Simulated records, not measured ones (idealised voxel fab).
The following process module bears the name voxel air gaps.
Cross-section cut spans 260 nm and uses square cells 5 nm in size.
How to read a cross-section here: the picture is a grid of square cells, written as bands going from the top down, and any band can span one or more rows of cells.
The entry gives the band's vertical extent as a top height and a bottom height in nm, then its horizontal make-up as materials from left to right, each with a width in nm. "blank" stands for empty space; a single material marked "full width" fills the band edge to edge.
Zero point of the height axis is 0; under it, received wafer = one material. Lowest band: continues down indefinitely, "0 -> down".
A width such as "30->40" changes by the same amount from each row of cells to the next, from the band's top row to its bottom row.
Any step labelled "nothing different" changed none of the cells in the cross-section.
Entry "Voids, enclosed" = empty spaces >= 8 cells with no open way to the top; each as width x height at distance, distance from left edge, all nm.
It should be noted that, on the line of a given step, the content following the step's settings is a remark produced by the simulator itself with respect to that step.
What "overlay nm" on a step's line means: if the step has a mask, that mask lay this far to the right of its planned place, or, when the value is negative, to the left.
This section lists the process steps that were planned:
1. RECEIVE | material Si
2. CONFORMAL_DEP | material SiO2 | thk nm 10
3. CONFORMAL_DEP | material SiCN | thk nm 5
4. DIRECTIONAL_DEP | material lowk | thk nm 35
5. DIRECTIONAL_DEP | material aC | thk nm 10
6. PATTERN | tone open | mask id LINES | material resist | width nm 25 | pitch nm 55 | thk nm 30 | overlay nm -15
7. DIRECTIONAL_ETCH | etch materials aC | depth nm 10
8. STRIP | etch materials resist
9. DIRECTIONAL_ETCH | etch materials lowk | depth nm 35
10. STRIP | etch materials aC
11. CONFORMAL_DEP | material TiN | thk nm 5
12. FILL_DEP | material Ru | thk nm 10
13. CMP | height nm 50
14. EPI | material Ru | thk nm 10
15. SELECTIVE_ETCH | etch materials lowk | depth nm 45
16. CONFORMAL_DEP | material SiCN | thk nm 5
The overlay nm used in step 6 is not the same on every wafer, whereas the starting condition is; the value printed in the plan is the first wafer's.
The first of several wafers in cross-section, exactly as it reached us after step 1:
> 0 -> down | Si full width
> Voids, enclosed: none
The following table contains a row per wafer, in which are reported, at the conclusion of the module, the cells of each material gained (+) or lost (-) since the wafer's receipt, with its closed voids given thereafter:
overlay nm -15, +144 Ru, +208 SiCN, +104 SiO2, +68 TiN, Voids, enclosed: 20 x 25 at 50; 20 x 25 at 105; 20 x 25 at 160
overlay nm -10, +144 Ru, +208 SiCN, +104 SiO2, +68 TiN, Voids, enclosed: 20 x 25 at 55; 20 x 25 at 110; 20 x 25 at 165
overlay nm -5, +144 Ru, +208 SiCN, +104 SiO2, +68 TiN, Voids, enclosed: 20 x 25 at 60; 20 x 25 at 115; 20 x 25 at 170
overlay nm 0, +144 Ru, +208 SiCN, +104 SiO2, +68 TiN, Voids, enclosed: 20 x 25 at 65; 20 x 25 at 120; 20 x 25 at 175
overlay nm 5, +144 Ru, +208 SiCN, +104 SiO2, +68 TiN, Voids, enclosed: 20 x 25 at 70; 20 x 25 at 125; 20 x 25 at 180
overlay nm 10, +144 Ru, +208 SiCN, +104 SiO2, +68 TiN, Voids, enclosed: 20 x 25 at 75; 20 x 25 at 130; 20 x 25 at 185
overlay nm 15, +144 Ru, +208 SiCN, +104 SiO2, +68 TiN, Voids, enclosed: 20 x 25 at 80; 20 x 25 at 135; 20 x 25 at 190
